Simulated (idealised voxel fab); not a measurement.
process module | voxel self aligned contacts
cross-section cut | 265 nm wide | cells 5 nm
A cross-section is a grid of square cells, given in bands from the top down. A band is one or more rows of cells.
Each band's line starts with the height of the band's top and of its bottom, in nm. Then come its materials from left to right, each with its width in nm. One material with "throughout" fills the band from edge to edge. "air" is empty space.
Height 0 is the level under which the wafer as received is all one material. The lowest band goes on downwards, as in "0 down".
A width such as "30 to 40" changes by the same amount from each row of cells to the next, from the band's top row to its bottom row.
"no change" after a step means that no cell of the cross-section changed.
closed voids: empty space of 8 cells or more with no open way to the top, each as width x height at its distance from the left edge, in nm
after a step's settings: what the simulator itself notes on the step
overlay nm, on a step with a mask: how far to the right of its planned place the mask lay; to the left if negative
plan
1 op RECEIVE | material Si
2 op OXIDIZE | depth nm 5
3 op DIRECTIONAL_DEP | material polySi | thk nm 30
4 op DIRECTIONAL_DEP | material SiN | thk nm 20
5 op PATTERN | tone cover | mask id GATE | material resist | width nm 30 | pitch nm 65 | thk nm 20 | overlay nm 0
6 op DIRECTIONAL_ETCH | etch materials SiN | depth nm 20
7 op DIRECTIONAL_ETCH | etch materials polySi | depth nm 30
8 op STRIP | etch materials resist
9 op CONFORMAL_DEP | material SiN | thk nm 10
10 op DIRECTIONAL_ETCH | etch materials SiN | depth nm 10
11 op FILL_DEP | material SiO2 | thk nm 15
12 op CMP | height nm 55
13 op DIRECTIONAL_DEP | material aC | thk nm 15
14 op PATTERN | tone open | mask id CONTACT | material resist | width nm 45 | thk nm 30 | overlay nm 0
15 op DIRECTIONAL_ETCH | etch materials aC | depth nm 15
16 op STRIP | etch materials resist
17 op DIRECTIONAL_ETCH | etch materials SiO2 | depth nm 60
18 op STRIP | etch materials aC
19 op CONFORMAL_DEP | material TiN | thk nm 5
20 op FILL_DEP | material Ru | thk nm 10
21 op CMP | height nm 55
22 op CONFORMAL_DEP | material SiN | thk nm 5
first wafer, as planned
as received, after step 1
  0 down: Si throughout
  closed voids: none
after step 2
  0 to -5: SiO2 throughout
  below -5: unchanged
after step 3
  30 to 0: polySi throughout
  below 0: unchanged
after step 4
  50 to 30: SiN throughout
  below 30: unchanged
after step 5
  70 to 50: air 85 | resist 30 | air 35 | resist 30 | air 85
  below 50: unchanged
after step 6
  70 to 50: air 85 | resist 30 | air 35 | resist 30 | air 85
  50 to 30: air 85 | SiN 30 | air 35 | SiN 30 | air 85
  below 30: unchanged
after step 7
  70 to 50: air 85 | resist 30 | air 35 | resist 30 | air 85
  50 to 30: air 85 | SiN 30 | air 35 | SiN 30 | air 85
  30 to 0: air 85 | polySi 30 | air 35 | polySi 30 | air 85
  below 0: unchanged
after step 8
  50 to 30: air 85 | SiN 30 | air 35 | SiN 30 | air 85
  below 30: unchanged
after step 9
  60 to 30: air 75 | SiN 50 | air 15 | SiN 50 | air 75
  30 to 10: air 75 | SiN 10 | polySi 30 | SiN 10 | air 15 | SiN 10 | polySi 30 | SiN 10 | air 75
  10 to 0: SiN 85 | polySi 30 | SiN 35 | polySi 30 | SiN 85
  below 0: unchanged
after step 10
  50 to 30: air 75 | SiN 50 | air 15 | SiN 50 | air 75
  30 to 0: air 75 | SiN 10 | polySi 30 | SiN 10 | air 15 | SiN 10 | polySi 30 | SiN 10 | air 75
  below 0: unchanged
after step 11
  65 to 50: SiO2 throughout
  50 to 30: SiO2 75 | SiN 50 | SiO2 15 | SiN 50 | SiO2 75
  30 to 0: SiO2 75 | SiN 10 | polySi 30 | SiN 10 | SiO2 15 | SiN 10 | polySi 30 | SiN 10 | SiO2 75
  below 0: unchanged
after step 12
  55 to 50: SiO2 throughout
  below 50: unchanged
after step 13
  70 to 55: aC throughout
  below 55: unchanged
after step 14
  100 to 70: resist 110 | air 45 | resist 110
  below 70: unchanged
after step 15
  85 to 70: resist 110 | air 45 | resist 110
  70 to 55: aC 110 | air 45 | aC 110
  below 55: unchanged
after step 16
  70 to 55: aC 110 | air 45 | aC 110
  below 55: unchanged
after step 17
  70 to 55: aC 110 | air 45 | aC 110
  55 to 50: SiO2 110 | air 45 | SiO2 110
  50 to 30: SiO2 75 | SiN 50 | air 15 | SiN 50 | SiO2 75
  30 to 0: SiO2 75 | SiN 10 | polySi 30 | SiN 10 | air 15 | SiN 10 | polySi 30 | SiN 10 | SiO2 75
  0 to -5: SiO2 125 | air 15 | SiO2 125
  below -5: unchanged
after step 18
  55 to 50: SiO2 110 | air 45 | SiO2 110
  below 50: unchanged
after step 19
  60 to 55: TiN 115 | air 35 | TiN 115
  55 to 50: SiO2 110 | TiN 20 | air 5 | TiN 20 | SiO2 110
  50 to 30: SiO2 75 | SiN 50 | TiN 5 | air 5 | TiN 5 | SiN 50 | SiO2 75
  30 to 0: SiO2 75 | SiN 10 | polySi 30 | SiN 10 | TiN 5 | air 5 | TiN 5 | SiN 10 | polySi 30 | SiN 10 | SiO2 75
  0 to -5: SiO2 125 | TiN 15 | SiO2 125
  below -5: unchanged
after step 20
  70 to 60: Ru throughout
  60 to 55: TiN 115 | Ru 35 | TiN 115
  55 to 50: SiO2 110 | TiN 20 | Ru 5 | TiN 20 | SiO2 110
  50 to 30: SiO2 75 | SiN 50 | TiN 5 | Ru 5 | TiN 5 | SiN 50 | SiO2 75
  30 to 0: SiO2 75 | SiN 10 | polySi 30 | SiN 10 | TiN 5 | Ru 5 | TiN 5 | SiN 10 | polySi 30 | SiN 10 | SiO2 75
  below 0: unchanged
after step 21
  55 to 50: SiO2 110 | TiN 20 | Ru 5 | TiN 20 | SiO2 110
  below 50: unchanged
after step 22
  60 to 55: SiN throughout
  below 55: unchanged
second wafer: like start, like plan, one mistake. Through step 18 it matches the first wafer
when step 19 should have ended
  60 to 55: aC 115 | air 35 | aC 115
  55 to 50: SiO2 110 | aC 20 | air 5 | aC 20 | SiO2 110
  50 to 30: SiO2 75 | SiN 50 | aC 5 | air 5 | aC 5 | SiN 50 | SiO2 75
  30 to 0: SiO2 75 | SiN 10 | polySi 30 | SiN 10 | aC 5 | air 5 | aC 5 | SiN 10 | polySi 30 | SiN 10 | SiO2 75
  0 to -5: SiO2 125 | aC 15 | SiO2 125
  below -5: unchanged
when step 20 should have ended
  70 to 60: Ru throughout
  60 to 55: aC 115 | Ru 35 | aC 115
  55 to 50: SiO2 110 | aC 20 | Ru 5 | aC 20 | SiO2 110
  50 to 30: SiO2 75 | SiN 50 | aC 5 | Ru 5 | aC 5 | SiN 50 | SiO2 75
  30 to 0: SiO2 75 | SiN 10 | polySi 30 | SiN 10 | aC 5 | Ru 5 | aC 5 | SiN 10 | polySi 30 | SiN 10 | SiO2 75
  below 0: unchanged
when step 21 should have ended
  55 to 50: SiO2 110 | aC 20 | Ru 5 | aC 20 | SiO2 110
  below 50: unchanged
when step 22 should have ended
  60 to 55: SiN throughout
  below 55: unchanged
what went wrong: step 19 ran as: op CONFORMAL_DEP | material aC | thk nm 5
at the end the second wafer has, in cells: 31 fewer of TiN | 31 more of aC
